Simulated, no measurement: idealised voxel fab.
process module | voxel transistor to metal
In the cross-section labelled cut, the width is 205 nm and each square cell is 5 nm.
For the purposes of this document, a cross-section shall be understood as a grid of square cells, specified as bands listed in top-to-bottom order, each band consisting of one or more rows of cells. Quick guide to a band line: top height, bottom height (nm) up front; then every material left to right with its width in nm. Only one material and it's marked "throughout"? Then it fills the band edge to edge. And "blank" just means empty space. Heights are reckoned from 0. Under this level, the received wafer is all of one material. The bottommost band is open-ended downward, for example "from 0 down". Width "30 to 40": first value at the band's top row of cells, second value at its bottom row, equal change from row to row. You'll sometimes find "remained unchanged" written for a step, and that's the way of saying that nowhere in the cross-section did a cell change during that step. Any empty space of 8 cells or more lacking an open way to the top shows up in "Closed internal cavities" as width x height at distance, distance from the left edge, in nm. Step line, after settings: the simulator's comment on this step. Steps that use a mask can have "overlay nm" on their line. It says how far the mask sat to the right of where it was meant to be. Negative means to the left.
# Planned step list for the process
1. RECEIVE with material Si
2. CONFORMAL_DEP with material SiO2, thk nm 5
3. CONFORMAL_DEP with material SiN, thk nm 15
4. MASKED_ETCH with tone cover, mask id ACTIVE, width nm 95, etch materials SiN, depth nm 15, overlay nm 0
5. MASKED_ETCH with tone cover, mask id ACTIVE, width nm 95, etch materials SiO2, depth nm 5, overlay nm 0
6. MASKED_ETCH with tone cover, mask id ACTIVE, width nm 95, etch materials Si, depth nm 25, overlay nm 0
7. FILL_DEP with material SiO2, thk nm 15
8. CMP with height nm 20
9. SELECTIVE_ETCH with etch materials SiO2, depth nm 10
10. STRIP with etch materials SiN
11. SELECTIVE_ETCH with etch materials SiO2, depth nm 5
12. OXIDIZE with depth nm 5
13. DIRECTIONAL_DEP with material polySi, thk nm 25
14. DIRECTIONAL_DEP with material SiCN, thk nm 15
15. PATTERN with tone cover, mask id GATE, material resist, width nm 25, thk nm 15, overlay nm 0
16. DIRECTIONAL_ETCH with etch materials SiCN, depth nm 25
17. DIRECTIONAL_ETCH with etch materials polySi, depth nm 35
18. STRIP with etch materials resist
19. CONFORMAL_DEP with material SiN, thk nm 10
20. DIRECTIONAL_ETCH with etch materials SiN, depth nm 10
21. DIRECTIONAL_ETCH with etch materials SiO2, depth nm 5
22. EPI with material SiGe, thk nm 5
23. FILL_DEP with material SiO2, thk nm 10
24. CMP with height nm 40
25. DIRECTIONAL_DEP with material SiO2, thk nm 10
26. PATTERN with tone open, mask id CONTACT, material resist, width nm 25, pitch nm 60, thk nm 15, overlay nm 0
27. DIRECTIONAL_ETCH with etch materials SiO2, depth nm 50
28. STRIP with etch materials resist
29. CONFORMAL_DEP with material TiN, thk nm 5
30. FILL_DEP with material Ru, thk nm 10
31. CMP with height nm 50
32. CONFORMAL_DEP with material SiN, thk nm 5
33. DIRECTIONAL_DEP with material SiO2, thk nm 15
34. MASKED_ETCH with tone open, mask id METAL_1, width nm 15, pitch nm 70, etch materials SiO2, depth nm 15, overlay nm 0
35. MASKED_ETCH with tone open, mask id METAL_1, width nm 15, pitch nm 70, etch materials SiN, depth nm 5, overlay nm 0
36. CONFORMAL_DEP with material TiN, thk nm 5
37. FILL_DEP with material W, thk nm 5
38. CMP with height nm 70
39. CONFORMAL_DEP with material SiCN, thk nm 5
# Below: the first of two wafers, run as planned
# Wafer at receipt (post step 1), cross-section
from 0 down = Si throughout
Closed internal cavities: none
# Wafer section view after processing step 2
from 5 to 0 = SiO2 throughout
Under the height 0 nothing was changed.
# Wafer section view after processing step 3
from 20 to 5 = SiN throughout
Under the height 5 nothing was changed.
# Wafer section view after processing step 4
from 20 to 5 = blank: 55 | SiN: 95 | blank: 55
Under the height 5 nothing was changed.
# Wafer section view after processing step 5
from 20 to 5 = blank: 55 | SiN: 95 | blank: 55
from 5 to 0 = blank: 55 | SiO2: 95 | blank: 55
Under the height 0 nothing was changed.
# Wafer section view after processing step 6
from 20 to 5 = blank: 55 | SiN: 95 | blank: 55
from 5 to 0 = blank: 55 | SiO2: 95 | blank: 55
from 0 to -25 = blank: 55 | Si: 95 | blank: 55
Under the height -25 nothing was changed.
# Wafer section view after processing step 7
from 35 to 20 = SiO2 throughout
from 20 to 5 = SiO2: 55 | SiN: 95 | SiO2: 55
from 5 to 0 = SiO2 throughout
from 0 to -25 = SiO2: 55 | Si: 95 | SiO2: 55
Under the height -25 nothing was changed.
# Wafer section view after processing step 8
from 20 to 5 = SiO2: 55 | SiN: 95 | SiO2: 55
Under the height 5 nothing was changed.
# Wafer section view after processing step 9
from 20 to 10 = blank: 55 | SiN: 95 | blank: 55
Under the height 10 nothing was changed.
# Wafer section view after processing step 10
from 10 to 5 = SiO2: 55 | blank: 95 | SiO2: 55
Under the height 5 nothing was changed.
# Wafer section view after processing step 11
from 5 to 0 = SiO2: 50 | blank: 105 | SiO2: 50
Under the height 0 nothing was changed.
# Wafer section view after processing step 12
from 5 to 0 = SiO2: 50 | blank: 105 | SiO2: 50
from 0 to -5 = SiO2 throughout
Under the height -5 nothing was changed.
# Wafer section view after processing step 13
from 30 to 25 = polySi: 50 | blank: 105 | polySi: 50
from 25 to 5 = polySi throughout
from 5 to 0 = SiO2: 50 | polySi: 105 | SiO2: 50
Under the height 0 nothing was changed.
# Wafer section view after processing step 14
from 45 to 40 = SiCN: 50 | blank: 105 | SiCN: 50
from 40 to 30 = SiCN throughout
from 30 to 25 = polySi: 50 | SiCN: 105 | polySi: 50
Under the height 25 nothing was changed.
# Wafer section view after processing step 15
from 60 to 45 = blank: 90 | resist: 25 | blank: 90
from 45 to 40 = SiCN: 50 | blank: 40 | resist: 25 | blank: 40 | SiCN: 50
Under the height 40 nothing was changed.
# Wafer section view after processing step 16
from 60 to 40 = blank: 90 | resist: 25 | blank: 90
from 40 to 30 = blank: 90 | SiCN: 25 | blank: 90
from 30 to 25 = polySi: 50 | blank: 40 | SiCN: 25 | blank: 40 | polySi: 50
Under the height 25 nothing was changed.
# Wafer section view after processing step 17
from 60 to 40 = blank: 90 | resist: 25 | blank: 90
from 40 to 25 = blank: 90 | SiCN: 25 | blank: 90
from 25 to 5 = blank: 90 | polySi: 25 | blank: 90
from 5 to 0 = SiO2: 50 | blank: 40 | polySi: 25 | blank: 40 | SiO2: 50
Under the height 0 nothing was changed.
# Wafer section view after processing step 18
from 40 to 25 = blank: 90 | SiCN: 25 | blank: 90
Under the height 25 nothing was changed.
# Wafer section view after processing step 19
from 50 to 40 = blank: 80 | SiN: 45 | blank: 80
from 40 to 25 = blank: 80 | SiN: 10 | SiCN: 25 | SiN: 10 | blank: 80
from 25 to 15 = blank: 80 | SiN: 10 | polySi: 25 | SiN: 10 | blank: 80
from 15 to 10 = SiN: 60 | blank: 20 | SiN: 10 | polySi: 25 | SiN: 10 | blank: 20 | SiN: 60
from 10 to 5 = SiN: 90 | polySi: 25 | SiN: 90
from 5 to 0 = SiO2: 50 | SiN: 40 | polySi: 25 | SiN: 40 | SiO2: 50
Under the height 0 nothing was changed.
# Wafer section view after processing step 20
from 40 to 25 = blank: 80 | SiN: 10 | SiCN: 25 | SiN: 10 | blank: 80
from 25 to 5 = blank: 80 | SiN: 10 | polySi: 25 | SiN: 10 | blank: 80
from 5 to 0 = SiO2: 50 | SiN: 10 | blank: 20 | SiN: 10 | polySi: 25 | SiN: 10 | blank: 20 | SiN: 10 | SiO2: 50
Under the height 0 nothing was changed.
# Wafer section view after processing step 21
from 40 to 25 = blank: 80 | SiN: 10 | SiCN: 25 | SiN: 10 | blank: 80
from 25 to 5 = blank: 80 | SiN: 10 | polySi: 25 | SiN: 10 | blank: 80
from 5 to 0 = blank: 50 | SiN: 10 | blank: 20 | SiN: 10 | polySi: 25 | SiN: 10 | blank: 20 | SiN: 10 | blank: 50
from 0 to -5 = SiO2: 60 | blank: 20 | SiO2: 45 | blank: 20 | SiO2: 60
Under the height -5 nothing was changed.
# Wafer section view after processing step 22
from 40 to 25 = blank: 80 | SiN: 10 | SiCN: 25 | SiN: 10 | blank: 80
from 25 to 5 = blank: 80 | SiN: 10 | polySi: 25 | SiN: 10 | blank: 80
from 5 to 0 = blank: 50 | SiN: 10 | blank: 20 | SiN: 10 | polySi: 25 | SiN: 10 | blank: 20 | SiN: 10 | blank: 50
from 0 to -5 = SiO2: 60 | SiGe: 20 | SiO2: 45 | SiGe: 20 | SiO2: 60
Under the height -5 nothing was changed.
# Wafer section view after processing step 23
from 50 to 40 = SiO2 throughout
from 40 to 25 = SiO2: 80 | SiN: 10 | SiCN: 25 | SiN: 10 | SiO2: 80
from 25 to 5 = SiO2: 80 | SiN: 10 | polySi: 25 | SiN: 10 | SiO2: 80
from 5 to 0 = SiO2: 50 | SiN: 10 | SiO2: 20 | SiN: 10 | polySi: 25 | SiN: 10 | SiO2: 20 | SiN: 10 | SiO2: 50
Under the height 0 nothing was changed.
# Wafer section view after processing step 24
from 40 to 25 = SiO2: 80 | SiN: 10 | SiCN: 25 | SiN: 10 | SiO2: 80
Under the height 25 nothing was changed.
# Wafer section view after processing step 25
from 50 to 40 = SiO2 throughout
Under the height 40 nothing was changed.
# Wafer section view after processing step 26
from 65 to 50 = resist: 60 | blank: 25 | resist: 35 | blank: 25 | resist: 60
Under the height 50 nothing was changed.
# Wafer section view after processing step 27
from 65 to 50 = resist: 60 | blank: 25 | resist: 35 | blank: 25 | resist: 60
from 50 to 40 = SiO2: 60 | blank: 25 | SiO2: 35 | blank: 25 | SiO2: 60
from 40 to 25 = SiO2: 60 | blank: 20 | SiN: 10 | SiCN: 25 | SiN: 10 | blank: 20 | SiO2: 60
from 25 to 5 = SiO2: 60 | blank: 20 | SiN: 10 | polySi: 25 | SiN: 10 | blank: 20 | SiO2: 60
from 5 to 0 = SiO2: 50 | SiN: 10 | blank: 20 | SiN: 10 | polySi: 25 | SiN: 10 | blank: 20 | SiN: 10 | SiO2: 50
Under the height 0 nothing was changed.
# Wafer section view after processing step 28
from 50 to 40 = SiO2: 60 | blank: 25 | SiO2: 35 | blank: 25 | SiO2: 60
Under the height 40 nothing was changed.
# Wafer section view after processing step 29
from 55 to 50 = TiN: 65 | blank: 15 | TiN: 45 | blank: 15 | TiN: 65
from 50 to 40 = SiO2: 60 | TiN: 5 | blank: 15 to 10 | TiN: 5 to 10 | SiO2: 35 | TiN: 5 to 10 | blank: 15 to 10 | TiN: 5 | SiO2: 60
from 40 to 25 = SiO2: 60 | TiN: 5 | blank: 10 | TiN: 5 | SiN: 10 | SiCN: 25 | SiN: 10 | TiN: 5 | blank: 10 | TiN: 5 | SiO2: 60
from 25 to 5 = SiO2: 60 | TiN: 5 | blank: 10 | TiN: 5 | SiN: 10 | polySi: 25 | SiN: 10 | TiN: 5 | blank: 10 | TiN: 5 | SiO2: 60
from 5 to 0 = SiO2: 50 | SiN: 10 | TiN: 20 | SiN: 10 | polySi: 25 | SiN: 10 | TiN: 20 | SiN: 10 | SiO2: 50
Under the height 0 nothing was changed.
# Wafer section view after processing step 30
from 65 to 55 = Ru throughout
from 55 to 50 = TiN: 65 | Ru: 15 | TiN: 45 | Ru: 15 | TiN: 65
from 50 to 40 = SiO2: 60 | TiN: 5 | Ru: 15 to 10 | TiN: 5 to 10 | SiO2: 35 | TiN: 5 to 10 | Ru: 15 to 10 | TiN: 5 | SiO2: 60
from 40 to 25 = SiO2: 60 | TiN: 5 | Ru: 10 | TiN: 5 | SiN: 10 | SiCN: 25 | SiN: 10 | TiN: 5 | Ru: 10 | TiN: 5 | SiO2: 60
from 25 to 5 = SiO2: 60 | TiN: 5 | Ru: 10 | TiN: 5 | SiN: 10 | polySi: 25 | SiN: 10 | TiN: 5 | Ru: 10 | TiN: 5 | SiO2: 60
Under the height 5 nothing was changed.
# Wafer section view after processing step 31
from 50 to 40 = SiO2: 60 | TiN: 5 | Ru: 15 to 10 | TiN: 5 to 10 | SiO2: 35 | TiN: 5 to 10 | Ru: 15 to 10 | TiN: 5 | SiO2: 60
Under the height 40 nothing was changed.
# Wafer section view after processing step 32
from 55 to 50 = SiN throughout
Under the height 50 nothing was changed.
# Wafer section view after processing step 33
from 70 to 55 = SiO2 throughout
Under the height 55 nothing was changed.
# Wafer section view after processing step 34
from 70 to 55 = SiO2: 60 | blank: 15 | SiO2: 55 | blank: 15 | SiO2: 60
Under the height 55 nothing was changed.
# Wafer section view after processing step 35
from 70 to 55 = SiO2: 60 | blank: 15 | SiO2: 55 | blank: 15 | SiO2: 60
from 55 to 50 = SiN: 60 | blank: 15 | SiN: 55 | blank: 15 | SiN: 60
Under the height 50 nothing was changed.
# Wafer section view after processing step 36
from 75 to 70 = TiN: 65 | blank: 5 | TiN: 65 | blank: 5 | TiN: 65
from 70 to 55 = SiO2: 60 | TiN: 5 | blank: 5 | TiN: 5 | SiO2: 55 | TiN: 5 | blank: 5 | TiN: 5 | SiO2: 60
from 55 to 50 = SiN: 60 | TiN: 15 | SiN: 55 | TiN: 15 | SiN: 60
Under the height 50 nothing was changed.
# Wafer section view after processing step 37
from 80 to 75 = W throughout
from 75 to 70 = TiN: 65 | W: 5 | TiN: 65 | W: 5 | TiN: 65
from 70 to 55 = SiO2: 60 | TiN: 5 | W: 5 | TiN: 5 | SiO2: 55 | TiN: 5 | W: 5 | TiN: 5 | SiO2: 60
Under the height 55 nothing was changed.
# Wafer section view after processing step 38
from 70 to 55 = SiO2: 60 | TiN: 5 | W: 5 | TiN: 5 | SiO2: 55 | TiN: 5 | W: 5 | TiN: 5 | SiO2: 60
Under the height 55 nothing was changed.
# Wafer section view after processing step 39
from 75 to 70 = SiCN throughout
Under the height 70 nothing was changed.
# Wafer two of the pair: same origin, same plan, one error during the run; identical to wafer one up to and including step 13
# The second wafer in cross-section, at the planned close of step 14
from 60 to 55 = SiCN: 50 | blank: 105 | SiCN: 50
from 55 to 30 = SiCN throughout
from 30 to 25 = polySi: 50 | SiCN: 105 | polySi: 50
Under the height 25 nothing was changed.
# The second wafer in cross-section, at the planned close of step 15
from 75 to 60 = blank: 90 | resist: 25 | blank: 90
from 60 to 55 = SiCN: 50 | blank: 40 | resist: 25 | blank: 40 | SiCN: 50
Under the height 55 nothing was changed.
# The second wafer in cross-section, at the planned close of step 16
from 75 to 55 = blank: 90 | resist: 25 | blank: 90
from 55 to 35 = blank: 90 | SiCN: 25 | blank: 90
from 35 to 30 = SiCN: 50 | blank: 40 | SiCN: 25 | blank: 40 | SiCN: 50
Under the height 30 nothing was changed.
The second wafer in cross-section, at the planned close of step 17: remained unchanged
# The second wafer in cross-section, at the planned close of step 18
from 55 to 35 = blank: 90 | SiCN: 25 | blank: 90
Under the height 35 nothing was changed.
# The second wafer in cross-section, at the planned close of step 19
from 65 to 55 = blank: 80 | SiN: 45 | blank: 80
from 55 to 45 = blank: 80 | SiN: 10 | SiCN: 25 | SiN: 10 | blank: 80
from 45 to 40 = SiN: 60 | blank: 20 | SiN: 10 | SiCN: 25 | SiN: 10 | blank: 20 | SiN: 60
from 40 to 35 = SiN: 90 | SiCN: 25 | SiN: 90
from 35 to 30 = SiCN: 50 | SiN: 40 | SiCN: 25 | SiN: 40 | SiCN: 50
Under the height 30 nothing was changed.
# The second wafer in cross-section, at the planned close of step 20
from 55 to 35 = blank: 80 | SiN: 10 | SiCN: 25 | SiN: 10 | blank: 80
from 35 to 30 = SiCN: 50 | SiN: 10 | blank: 20 | SiN: 10 | SiCN: 25 | SiN: 10 | blank: 20 | SiN: 10 | SiCN: 50
Under the height 30 nothing was changed.
The second wafer in cross-section, at the planned close of step 21: remained unchanged
The second wafer in cross-section, at the planned close of step 22: remained unchanged
# The second wafer in cross-section, at the planned close of step 23
from 65 to 55 = SiO2 throughout
from 55 to 35 = SiO2: 80 | SiN: 10 | SiCN: 25 | SiN: 10 | SiO2: 80
from 35 to 30 = SiCN: 50 | SiN: 10 | SiO2: 20 | SiN: 10 | SiCN: 25 | SiN: 10 | SiO2: 20 | SiN: 10 | SiCN: 50
Under the height 30 nothing was changed.
# The second wafer in cross-section, at the planned close of step 24
from 40 to 35 = SiO2: 80 | SiN: 10 | SiCN: 25 | SiN: 10 | SiO2: 80
Under the height 35 nothing was changed.
# The second wafer in cross-section, at the planned close of step 25
from 50 to 40 = SiO2 throughout
Under the height 40 nothing was changed.
# The second wafer in cross-section, at the planned close of step 26
from 65 to 50 = resist: 60 | blank: 25 | resist: 35 | blank: 25 | resist: 60
Under the height 50 nothing was changed.
# The second wafer in cross-section, at the planned close of step 27
from 65 to 50 = resist: 60 | blank: 25 | resist: 35 | blank: 25 | resist: 60
from 50 to 40 = SiO2: 60 | blank: 25 | SiO2: 35 | blank: 25 | SiO2: 60
from 40 to 35 = SiO2: 60 | blank: 20 | SiN: 10 | SiCN: 25 | SiN: 10 | blank: 20 | SiO2: 60
from 35 to 30 = SiCN: 50 | SiN: 10 | blank: 20 | SiN: 10 | SiCN: 25 | SiN: 10 | blank: 20 | SiN: 10 | SiCN: 50
Under the height 30 nothing was changed.
# The second wafer in cross-section, at the planned close of step 28
from 50 to 40 = SiO2: 60 | blank: 25 | SiO2: 35 | blank: 25 | SiO2: 60
Under the height 40 nothing was changed.
# The second wafer in cross-section, at the planned close of step 29
from 55 to 50 = TiN: 65 | blank: 15 | TiN: 45 | blank: 15 | TiN: 65
from 50 to 40 = SiO2: 60 | TiN: 5 | blank: 15 to 10 | TiN: 5 to 10 | SiO2: 35 | TiN: 5 to 10 | blank: 15 to 10 | TiN: 5 | SiO2: 60
from 40 to 35 = SiO2: 60 | TiN: 5 | blank: 10 | TiN: 5 | SiN: 10 | SiCN: 25 | SiN: 10 | TiN: 5 | blank: 10 | TiN: 5 | SiO2: 60
from 35 to 30 = SiCN: 50 | SiN: 10 | TiN: 20 | SiN: 10 | SiCN: 25 | SiN: 10 | TiN: 20 | SiN: 10 | SiCN: 50
Under the height 30 nothing was changed.
# The second wafer in cross-section, at the planned close of step 30
from 65 to 55 = Ru throughout
from 55 to 50 = TiN: 65 | Ru: 15 | TiN: 45 | Ru: 15 | TiN: 65
from 50 to 40 = SiO2: 60 | TiN: 5 | Ru: 15 to 10 | TiN: 5 to 10 | SiO2: 35 | TiN: 5 to 10 | Ru: 15 to 10 | TiN: 5 | SiO2: 60
from 40 to 35 = SiO2: 60 | TiN: 5 | Ru: 10 | TiN: 5 | SiN: 10 | SiCN: 25 | SiN: 10 | TiN: 5 | Ru: 10 | TiN: 5 | SiO2: 60
Under the height 35 nothing was changed.
# The second wafer in cross-section, at the planned close of step 31
from 50 to 40 = SiO2: 60 | TiN: 5 | Ru: 15 to 10 | TiN: 5 to 10 | SiO2: 35 | TiN: 5 to 10 | Ru: 15 to 10 | TiN: 5 | SiO2: 60
Under the height 40 nothing was changed.
# The second wafer in cross-section, at the planned close of step 32
from 55 to 50 = SiN throughout
Under the height 50 nothing was changed.
# The second wafer in cross-section, at the planned close of step 33
from 70 to 55 = SiO2 throughout
Under the height 55 nothing was changed.
# The second wafer in cross-section, at the planned close of step 34
from 70 to 55 = SiO2: 60 | blank: 15 | SiO2: 55 | blank: 15 | SiO2: 60
Under the height 55 nothing was changed.
# The second wafer in cross-section, at the planned close of step 35
from 70 to 55 = SiO2: 60 | blank: 15 | SiO2: 55 | blank: 15 | SiO2: 60
from 55 to 50 = SiN: 60 | blank: 15 | SiN: 55 | blank: 15 | SiN: 60
Under the height 50 nothing was changed.
# The second wafer in cross-section, at the planned close of step 36
from 75 to 70 = TiN: 65 | blank: 5 | TiN: 65 | blank: 5 | TiN: 65
from 70 to 55 = SiO2: 60 | TiN: 5 | blank: 5 | TiN: 5 | SiO2: 55 | TiN: 5 | blank: 5 | TiN: 5 | SiO2: 60
from 55 to 50 = SiN: 60 | TiN: 15 | SiN: 55 | TiN: 15 | SiN: 60
Under the height 50 nothing was changed.
# The second wafer in cross-section, at the planned close of step 37
from 80 to 75 = W throughout
from 75 to 70 = TiN: 65 | W: 5 | TiN: 65 | W: 5 | TiN: 65
from 70 to 55 = SiO2: 60 | TiN: 5 | W: 5 | TiN: 5 | SiO2: 55 | TiN: 5 | W: 5 | TiN: 5 | SiO2: 60
Under the height 55 nothing was changed.
# The second wafer in cross-section, at the planned close of step 38
from 70 to 55 = SiO2: 60 | TiN: 5 | W: 5 | TiN: 5 | SiO2: 55 | TiN: 5 | W: 5 | TiN: 5 | SiO2: 60
Under the height 55 nothing was changed.
# The second wafer in cross-section, at the planned close of step 39
from 75 to 70 = SiCN throughout
Under the height 70 nothing was changed.
Run error: plan step 14 was twice executed
Count the cells at the end and the second wafer has more or fewer of some materials than the first: Ru: 24 fewer; SiCN: 36 more; SiGe: 8 fewer; SiN: 24 fewer; SiO2: 136 fewer; TiN: 24 fewer; polySi: 180 more
